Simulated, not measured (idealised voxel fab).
process module | voxel fin reveal
cross-section cut | 245 nm wide | cells 5 nm
A cross-section is a grid of square cells, given in bands from the top down. A band is one or more rows of cells.
Each band's line starts with the height of the band's top and of its bottom, in nm. Then come its materials from left to right, each with its width in nm. One material with "throughout" fills the band from edge to edge. "air" is empty space.
Height 0 is the level under which the wafer as received is all one material. The lowest band goes on downwards, as in "0 down".
A width such as "30 to 40" changes by the same amount from each row of cells to the next, from the band's top row to its bottom row.
"no change" after a step means that no cell of the cross-section changed.
closed voids: empty space of 8 cells or more with no open way to the top, each as width x height at its distance from the left edge, in nm
after a step's settings: what the simulator itself notes on the step
overlay nm, on a step with a mask: how far to the right of its planned place the mask lay; to the left if negative
plan
1 op RECEIVE | material Si
2 op CONFORMAL_DEP | material SiN | thk nm 10
3 op PATTERN | tone cover | mask id FINS | material resist | width nm 15 | pitch nm 40 | thk nm 15 | overlay nm -15
4 op DIRECTIONAL_ETCH | etch materials SiN | depth nm 10
5 op DIRECTIONAL_ETCH | etch materials Si | depth nm 40
6 op STRIP | etch materials resist
7 op OXIDIZE | depth nm 5
8 op FILL_DEP | material SiO2 | thk nm 10
9 op CMP | height nm 10
10 op SELECTIVE_ETCH | etch materials SiO2 | depth nm 35
11 op STRIP | etch materials SiN
12 op CONFORMAL_DEP | material HfO2 | thk nm 5
varied across the wafers: overlay nm of step 3. The plan shows the first wafer's value. All wafers start alike
first wafer as received, after step 1
  0 down: Si throughout
  closed voids: none
first wafer at the end, after step 12
  5 to 0: air 60 | HfO2 15 | air 25 | HfO2 15 | air 25 | HfO2 15 | air 90
  0 to -20: air 60 | HfO2 5 | Si 5 | HfO2 5 | air 25 | HfO2 5 | Si 5 | HfO2 5 | air 25 | HfO2 5 | Si 5 | HfO2 5 | air 90
  -20 to -25: HfO2 65 | Si 5 | HfO2 35 | Si 5 | HfO2 35 | Si 5 | HfO2 95
  -25 to -45: SiO2 65 | Si 5 | SiO2 35 | Si 5 | SiO2 35 | Si 5 | SiO2 95
  -45 down: Si throughout
  closed voids: none
last wafer at the end
  5 to 0: air 90 | HfO2 15 | air 25 | HfO2 15 | air 25 | HfO2 15 | air 60
  0 to -20: air 90 | HfO2 5 | Si 5 | HfO2 5 | air 25 | HfO2 5 | Si 5 | HfO2 5 | air 25 | HfO2 5 | Si 5 | HfO2 5 | air 60
  -20 to -25: HfO2 95 | Si 5 | HfO2 35 | Si 5 | HfO2 35 | Si 5 | HfO2 65
  -25 to -45: SiO2 95 | Si 5 | SiO2 35 | Si 5 | SiO2 35 | Si 5 | SiO2 65
  -45 down: Si throughout
  closed voids: none
each wafer at the end: cells of each material gained (+) or lost (-) since it was received, then its closed voids
overlay nm -15 | +79 HfO2 | -414 Si | +184 SiO2 | closed voids: none
overlay nm -10 | +79 HfO2 | -414 Si | +184 SiO2 | closed voids: none
overlay nm -5 | +79 HfO2 | -414 Si | +184 SiO2 | closed voids: none
overlay nm 0 | +79 HfO2 | -414 Si | +184 SiO2 | closed voids: none
overlay nm 5 | +79 HfO2 | -414 Si | +184 SiO2 | closed voids: none
overlay nm 10 | +79 HfO2 | -414 Si | +184 SiO2 | closed voids: none
overlay nm 15 | +79 HfO2 | -414 Si | +184 SiO2 | closed voids: none
